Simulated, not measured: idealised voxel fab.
Documented hereafter: the process module known as voxel ribs on slabs.
We display cut, a cross-section 160 nm in width whose square cells are each 5 nm.
Cross-section, as written here: a square-cell grid given band by band from the top down, where a band holds one or more rows of cells. Band: top and bottom heights (nm) first, top before bottom; then materials from left to right, widths in nm. "throughout" marks a sole material filling the band edge to edge. "empty" denotes empty space. Heights from 0 (as-received wafer is one material below). Bottom band endless downward, as "0 and below". It should be noted that a width expressed as "30..40" varies in equal increments from row to row of cells within the band, taking the value of the first number at the top row and that of the second number at the bottom row. "all unchanged" for a step: no cell of the cross-section changed in that step. In "Fully closed voids" the enclosed voids are listed, meaning empty spaces of 8 cells or larger without any opening to the top. The form is width x height at distance, distance from the left edge, units nm. Past the settings on a step's line: simulator remark, on that step. The optional step-line setting "overlay nm" applies to steps with a mask and quantifies how far to the right of its planned location the mask lay, a negative value indicating leftward placement.
**Steps planned for the process**
step 1: RECEIVE,material Si
step 2: DIRECTIONAL_DEP,material SiO2,thk nm 25
step 3: DIRECTIONAL_DEP,material polySi,thk nm 20
step 4: MASKED_ETCH,tone cover,mask id RIB,width nm 20,etch materials polySi,depth nm 5,overlay nm 0
step 5: DIRECTIONAL_DEP,material aC,thk nm 10
step 6: PATTERN,tone cover,mask id SLAB,material resist,width nm 50,thk nm 25,overlay nm 0
step 7: DIRECTIONAL_ETCH,etch materials aC,depth nm 10
step 8: STRIP,etch materials resist
step 9: DIRECTIONAL_ETCH,etch materials polySi,depth nm 15
step 10: STRIP,etch materials aC
step 11: FILL_DEP,material SiO2,thk nm 25
step 12: CMP,height nm 60
step 13: DIRECTIONAL_DEP,material TiN,thk nm 5
step 14: DIRECTIONAL_DEP,material aC,thk nm 15
step 15: PATTERN,tone cover,mask id HEATER,material resist,width nm 30,thk nm 30,overlay nm 0
step 16: DIRECTIONAL_ETCH,etch materials aC,depth nm 15
step 17: STRIP,etch materials resist
step 18: DIRECTIONAL_ETCH,etch materials TiN,depth nm 5
step 19: STRIP,etch materials aC
step 20: CONFORMAL_DEP,material SiN,thk nm 10
**Account of the first of two wafers, which was processed as intended**
**Shown in cross-section is the wafer as received, that is, as it stands after step 1**
0 and below  Si throughout
Fully closed voids: none
**State of the wafer after step 2, shown in cross-section**
25 down to 0  SiO2 throughout
No changes below 0.
**State of the wafer after step 3, shown in cross-section**
45 down to 25  polySi throughout
No changes below 25.
**State of the wafer after step 4, shown in cross-section**
45 down to 40  empty=70, polySi=20, empty=70
No changes below 40.
**State of the wafer after step 5, shown in cross-section**
55 down to 50  empty=70, aC=20, empty=70
50 down to 45  aC throughout
45 down to 40  aC=70, polySi=20, aC=70
No changes below 40.
**State of the wafer after step 6, shown in cross-section**
80 down to 55  empty=55, resist=50, empty=55
55 down to 50  empty=55, resist=15, aC=20, resist=15, empty=55
No changes below 50.
**State of the wafer after step 7, shown in cross-section**
70 down to 55  empty=55, resist=50, empty=55
55 down to 50  empty=55, resist=15, aC=20, resist=15, empty=55
50 down to 45  empty=55, aC=50, empty=55
45 down to 40  empty=55, aC=15, polySi=20, aC=15, empty=55
No changes below 40.
**State of the wafer after step 8, shown in cross-section**
55 down to 45  empty=70..55, aC=20..50, empty=70..55
No changes below 45.
**State of the wafer after step 9, shown in cross-section**
55 down to 45  empty=70..55, aC=20..50, empty=70..55
45 down to 40  empty=55, aC=15, polySi=20, aC=15, empty=55
40 down to 25  empty=55, polySi=50, empty=55
No changes below 25.
**State of the wafer after step 10, shown in cross-section**
45 down to 40  empty=70, polySi=20, empty=70
No changes below 40.
**State of the wafer after step 11, shown in cross-section**
70 down to 45  SiO2 throughout
45 down to 40  SiO2=70, polySi=20, SiO2=70
40 down to 25  SiO2=55, polySi=50, SiO2=55
No changes below 25.
**State of the wafer after step 12, shown in cross-section**
60 down to 45  SiO2 throughout
No changes below 45.
**State of the wafer after step 13, shown in cross-section**
65 down to 60  TiN throughout
No changes below 60.
**State of the wafer after step 14, shown in cross-section**
80 down to 65  aC throughout
No changes below 65.
**State of the wafer after step 15, shown in cross-section**
110 down to 80  empty=65, resist=30, empty=65
No changes below 80.
**State of the wafer after step 16, shown in cross-section**
95 down to 80  empty=65, resist=30, empty=65
80 down to 65  empty=65, aC=30, empty=65
No changes below 65.
**State of the wafer after step 17, shown in cross-section**
80 down to 65  empty=65, aC=30, empty=65
No changes below 65.
**State of the wafer after step 18, shown in cross-section**
80 down to 65  empty=65, aC=30, empty=65
65 down to 60  empty=65, TiN=30, empty=65
No changes below 60.
**State of the wafer after step 19, shown in cross-section**
65 down to 60  empty=65, TiN=30, empty=65
No changes below 60.
**State of the wafer after step 20, shown in cross-section**
75 down to 70  empty=55, SiN=50, empty=55
70 down to 65  SiN throughout
65 down to 60  SiN=65, TiN=30, SiN=65
No changes below 60.
**The second wafer began exactly as the first did and followed the same plan, but one mistake was made while running it; through step 5 inclusive, the two wafers are identical**
**Cross-section of the second wafer when, according to plan, step 6 should have finished**
80 down to 55  empty=50, resist=50, empty=60
55 down to 50  empty=50, resist=20, aC=20, resist=10, empty=60
No changes below 50.
**Cross-section of the second wafer when, according to plan, step 7 should have finished**
70 down to 55  empty=50, resist=50, empty=60
55 down to 50  empty=50, resist=20, aC=20, resist=10, empty=60
50 down to 45  empty=50, aC=50, empty=60
45 down to 40  empty=50, aC=20, polySi=20, aC=10, empty=60
No changes below 40.
**Cross-section of the second wafer when, according to plan, step 8 should have finished**
55 down to 45  empty=70..50, aC=20..50, empty=70..60
No changes below 45.
**Cross-section of the second wafer when, according to plan, step 9 should have finished**
55 down to 45  empty=70..50, aC=20..50, empty=70..60
45 down to 40  empty=50, aC=20, polySi=20, aC=10, empty=60
40 down to 25  empty=50, polySi=50, empty=60
No changes below 25.
**Cross-section of the second wafer when, according to plan, step 10 should have finished**
45 down to 40  empty=70, polySi=20, empty=70
No changes below 40.
**Cross-section of the second wafer when, according to plan, step 11 should have finished**
70 down to 45  SiO2 throughout
45 down to 40  SiO2=70, polySi=20, SiO2=70
40 down to 25  SiO2=50, polySi=50, SiO2=60
No changes below 25.
**Cross-section of the second wafer when, according to plan, step 12 should have finished**
60 down to 45  SiO2 throughout
No changes below 45.
**Cross-section of the second wafer when, according to plan, step 13 should have finished**
65 down to 60  TiN throughout
No changes below 60.
**Cross-section of the second wafer when, according to plan, step 14 should have finished**
80 down to 65  aC throughout
No changes below 65.
**Cross-section of the second wafer when, according to plan, step 15 should have finished**
110 down to 80  empty=65, resist=30, empty=65
No changes below 80.
**Cross-section of the second wafer when, according to plan, step 16 should have finished**
95 down to 80  empty=65, resist=30, empty=65
80 down to 65  empty=65, aC=30, empty=65
No changes below 65.
**Cross-section of the second wafer when, according to plan, step 17 should have finished**
80 down to 65  empty=65, aC=30, empty=65
No changes below 65.
**Cross-section of the second wafer when, according to plan, step 18 should have finished**
80 down to 65  empty=65, aC=30, empty=65
65 down to 60  empty=65, TiN=30, empty=65
No changes below 60.
**Cross-section of the second wafer when, according to plan, step 19 should have finished**
65 down to 60  empty=65, TiN=30, empty=65
No changes below 60.
**Cross-section of the second wafer when, according to plan, step 20 should have finished**
75 down to 70  empty=55, SiN=50, empty=55
70 down to 65  SiN throughout
65 down to 60  SiN=65, TiN=30, SiN=65
No changes below 60.
The mistake made against the process plan was this: step 6 did not happen as planned, as run it was PATTERN,tone cover,mask id SLAB,material resist,width nm 50,thk nm 25,overlay nm -5
End check, second vs first wafer: material counts in cells match, positions do not.
